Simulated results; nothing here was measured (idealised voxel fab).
Presented below is a process module, voxel self aligned vias.
Displayed cross-section: cut, width of 230 nm, square cells sized 5 nm.
Think of the cross-section as a grid of square cells. We describe it in bands, top to bottom, and each band covers one or more rows of those cells. Look at the band entry: it leads with the top's height and the bottom's height in nm. Then it lists the materials left to right, with a width in nm for each. The word "everywhere" on a single material says that material fills the band edge to edge. The word "blank" is empty space. Basically, 0 is our baseline, since under it the wafer straight out of the box is all one material. The bottom band has no lower end and keeps on going down, so it looks like "from 0 down". The two numbers in a width such as "30 to 40" mark its ends across the band: the first belongs to the top row of cells, the second to the bottom row, and from each row to the next the width moves by the same amount. Given "nothing got changed" for a step, no cell of the cross-section differs between before and after that step. The list in "Enclosed cavity list" covers empty spaces of 8 cells or more that cannot reach the top through any open way, and it gives each as width x height at distance; the distance is from the left edge, and width, height and distance are in nm. Post-settings text on a step line: simulator's own remark regarding the step. Steps that use a mask can have "overlay nm" on their line. It says how far the mask sat to the right of where it was meant to be. Negative means to the left.

PROCESS STEPS (PLANNED)
| 1 | RECEIVE, material Si |
| 2 | CONFORMAL_DEP, material SiO2, thk nm 15 |
| 3 | CONFORMAL_DEP, material SiCN, thk nm 5 |
| 4 | DIRECTIONAL_DEP, material SiO2, thk nm 30 |
| 5 | MASKED_ETCH, tone open, mask id LINES, width nm 30, pitch nm 65, etch materials SiO2, depth nm 30, overlay nm 0 |
| 6 | CONFORMAL_DEP, material TiN, thk nm 5 |
| 7 | FILL_DEP, material Ru, thk nm 5 |
| 8 | CMP, height nm 50 |
| 9 | SELECTIVE_ETCH, etch materials W Ru TiN, depth nm 10 |
| 10 | FILL_DEP, material SiN, thk nm 5 |
| 11 | CMP, height nm 50 |
| 12 | DIRECTIONAL_DEP, material SiO2, thk nm 20 |
| 13 | MASKED_ETCH, tone open, mask id VIAS, width nm 40, pitch nm 130, etch materials SiO2, depth nm 20, overlay nm 0 |
| 14 | MASKED_ETCH, tone open, mask id VIAS, width nm 40, pitch nm 130, etch materials SiN, depth nm 10, overlay nm 0 |
| 15 | CONFORMAL_DEP, material TiN, thk nm 5 |
| 16 | FILL_DEP, material Ru, thk nm 5 |
| 17 | CMP, height nm 70 |
| 18 | CONFORMAL_DEP, material SiN, thk nm 5 |

AS RECEIVED, AFTER STEP 1
- from 0 down | Si everywhere
- Enclosed cavity list: none

LOOK AT THE CROSS-SECTION AFTER THE MODULE: THE WAFER STARTED OUT THE WAY SHOWN ABOVE AND THE PLAN WAS THE ONE SHOWN ABOVE, YET ONE MISTAKE WAS MADE ALONG THE WAY
- from 75 to 70 | SiN everywhere
- from 70 to 55 | SiO2 30, TiN 5, Ru 30, TiN 5, SiO2 90, TiN 5, Ru 30, TiN 5, SiO2 30
- from 55 to 50 | SiO2 30, TiN 40, SiO2 90, TiN 40, SiO2 30
- from 50 to 40 | SiO2 35, TiN 5, Ru 20, TiN 5, SiO2 35, SiN 5, Ru 20, SiN 5, SiO2 35, TiN 5, Ru 20, TiN 5, SiO2 35
- from 40 to 25 | SiO2 35, TiN 5, Ru 20, TiN 5, SiO2 35, TiN 5, Ru 20, TiN 5, SiO2 35, TiN 5, Ru 20, TiN 5, SiO2 35
- from 25 to 20 | SiO2 35, TiN 30, SiO2 35, TiN 30, SiO2 35, TiN 30, SiO2 35
- from 20 to 15 | SiCN everywhere
- from 15 to 0 | SiO2 everywhere
- from 0 down | Si everywhere
- Enclosed cavity list: none
What was done differently from what was planned? note that step 9 departed from the planned setting and was carried out as SELECTIVE_ETCH, etch materials TiN, depth nm 10
